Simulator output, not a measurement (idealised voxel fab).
Name of the process module below: voxel capacitor over wiring
In the cross-section labelled cut, the width is 270 nm and each square cell is 5 nm.
In what follows, cross-sections appear as grids of square cells, described through bands that run from the top down, where every band is one or more rows of cells.
Top height, bottom height, nm. Materials left to right, width each, nm. Single material + "all across" = fills band edge to edge. "empty" = empty.
For the purposes of this specification, 0 denotes the height below which the wafer in its as-received condition is composed wholly of one material, and the lowermost band, lacking a lower limit, extends downward without end, as expressed in "0 down".
Quick explanation for "30->40": the width changes in equal steps down the rows of cells, from the first number in the band's top row to the second number in its bottom row.
Given "remains unaltered" for a step, no cell of the cross-section differs between before and after that step.
In "Listed closed voids" the enclosed voids are listed, meaning empty spaces of 8 cells or larger without any opening to the top. The form is width x height at distance, distance from the left edge, units nm.
What comes after the settings on a step's line is commentary from the simulator itself on that step.
The line of a step may include "overlay nm". On a step with a mask, this value is how far to the right of its planned place the mask lay. A negative value means the mask lay to the left.
**The process steps that were planned are listed below**
1: RECEIVE (material Si)
2: CONFORMAL_DEP (material SiO2; thk nm 10)
3: CONFORMAL_DEP (material SiN; thk nm 5)
4: DIRECTIONAL_DEP (material SiO2; thk nm 15)
5: PATTERN (tone open; mask id METAL_1; material resist; width nm 20; pitch nm 80; thk nm 15; overlay nm 0)
6: DIRECTIONAL_ETCH (etch materials SiO2; depth nm 15)
7: DIRECTIONAL_ETCH (etch materials SiN; depth nm 5)
8: STRIP (etch materials resist)
9: CONFORMAL_DEP (material TiN; thk nm 5)
10: FILL_DEP (material Cu; thk nm 5)
11: CMP (height nm 30)
12: CONFORMAL_DEP (material SiCN; thk nm 5)
13: DIRECTIONAL_DEP (material SiO2; thk nm 10)
14: DIRECTIONAL_DEP (material aC; thk nm 10)
15: PATTERN (tone open; mask id PLUG_1; material resist; width nm 15; thk nm 30; overlay nm 0)
16: DIRECTIONAL_ETCH (etch materials aC; depth nm 10)
17: STRIP (etch materials resist)
18: DIRECTIONAL_ETCH (etch materials SiO2; depth nm 10)
19: DIRECTIONAL_ETCH (etch materials SiCN; depth nm 5)
20: STRIP (etch materials aC)
21: EPI (material Ru; thk nm 10)
22: EPI (material Ru; thk nm 5)
23: DIRECTIONAL_DEP (material TiN; thk nm 5)
24: DIRECTIONAL_DEP (material SiN; thk nm 5)
25: DIRECTIONAL_DEP (material TiN; thk nm 10)
26: MASKED_ETCH (tone cover; mask id UPPER_PLATE; width nm 65; etch materials TiN; depth nm 10; overlay nm 0)
27: MASKED_ETCH (tone cover; mask id UPPER_PLATE; width nm 65; etch materials SiN; depth nm 5; overlay nm 0)
28: MASKED_ETCH (tone cover; mask id LOWER_PLATE; width nm 75; etch materials TiN; depth nm 5; overlay nm 0)
29: FILL_DEP (material SiO2; thk nm 20)
30: CMP (height nm 80)
31: PATTERN (tone open; mask id PLUG_2; material resist; width nm 15; thk nm 20; overlay nm -15)
32: DIRECTIONAL_ETCH (etch materials SiO2; depth nm 15)
33: STRIP (etch materials resist)
34: CONFORMAL_DEP (material TiN; thk nm 5)
35: FILL_DEP (material W; thk nm 10)
36: CMP (height nm 80)
37: CONFORMAL_DEP (material SiCN; thk nm 5)
For clarity, it should be stated that the wafers under discussion commence in an identical condition and differ with respect to the overlay nm of step 31, the plan indicating the value that the first wafer had.
**Step 1 complete: as-received cross-section of the first of several wafers**
* 0 down: Si all across
* Listed closed voids: none
**Quick look at the cross-section of the first of several wafers after step 37, which wraps up the module**
* 85 to 80: SiCN all across
* 80 to 70: SiO2: 85  TiN: 5  W: 5  TiN: 5  SiO2: 170
* 70 to 65: SiO2: 85  TiN: 15  SiO2: 170
* 65 to 55: SiO2: 90  TiN: 65  SiO2: 115
* 55 to 50: SiO2: 90  SiN: 65  SiO2: 115
* 50 to 45: SiO2: 85  TiN: 75  SiO2: 110
* 45 to 35: SiO2: 90  Ru: 15  SiO2: 165
* 35 to 30: SiCN: 90  Ru: 15  SiCN: 165
* 30 to 15: SiO2: 85  TiN: 5  Cu: 10  TiN: 5  SiO2: 60  TiN: 5  Cu: 10  TiN: 5  SiO2: 85
* 15 to 10: SiN: 85  TiN: 20  SiN: 60  TiN: 20  SiN: 85
* 10 to 0: SiO2 all across
* 0 down: Si all across
* Listed closed voids: none
**Last wafer of the set, cross-sectioned at end of module**
* 85 to 80: SiCN all across
* 80 to 70: SiO2: 115  TiN: 5  W: 5  TiN: 5  SiO2: 140
* 70 to 65: SiO2: 115  TiN: 15  SiO2: 140
* 65 to 55: SiO2: 90  TiN: 65  SiO2: 115
* 55 to 50: SiO2: 90  SiN: 65  SiO2: 115
* 50 to 45: SiO2: 85  TiN: 75  SiO2: 110
* 45 to 35: SiO2: 90  Ru: 15  SiO2: 165
* 35 to 30: SiCN: 90  Ru: 15  SiCN: 165
* 30 to 15: SiO2: 85  TiN: 5  Cu: 10  TiN: 5  SiO2: 60  TiN: 5  Cu: 10  TiN: 5  SiO2: 85
* 15 to 10: SiN: 85  TiN: 20  SiN: 60  TiN: 20  SiN: 85
* 10 to 0: SiO2 all across
* 0 down: Si all across
* Listed closed voids: none
**wafer rows; end of module; cells per material since receipt: (+) gained, (-) lost; then closed voids**
overlay nm -15; +12 Cu; +9 Ru; +105 SiCN; +59 SiN; +663 SiO2; +68 TiN; +2 W; Listed closed voids: none
overlay nm -10; +12 Cu; +9 Ru; +105 SiCN; +59 SiN; +663 SiO2; +68 TiN; +2 W; Listed closed voids: none
overlay nm -5; +12 Cu; +9 Ru; +105 SiCN; +59 SiN; +663 SiO2; +68 TiN; +2 W; Listed closed voids: none
overlay nm 0; +12 Cu; +9 Ru; +105 SiCN; +59 SiN; +663 SiO2; +68 TiN; +2 W; Listed closed voids: none
overlay nm 5; +12 Cu; +9 Ru; +105 SiCN; +59 SiN; +663 SiO2; +68 TiN; +2 W; Listed closed voids: none
overlay nm 10; +12 Cu; +9 Ru; +105 SiCN; +59 SiN; +663 SiO2; +68 TiN; +2 W; Listed closed voids: none
overlay nm 15; +12 Cu; +9 Ru; +105 SiCN; +59 SiN; +663 SiO2; +68 TiN; +2 W; Listed closed voids: none
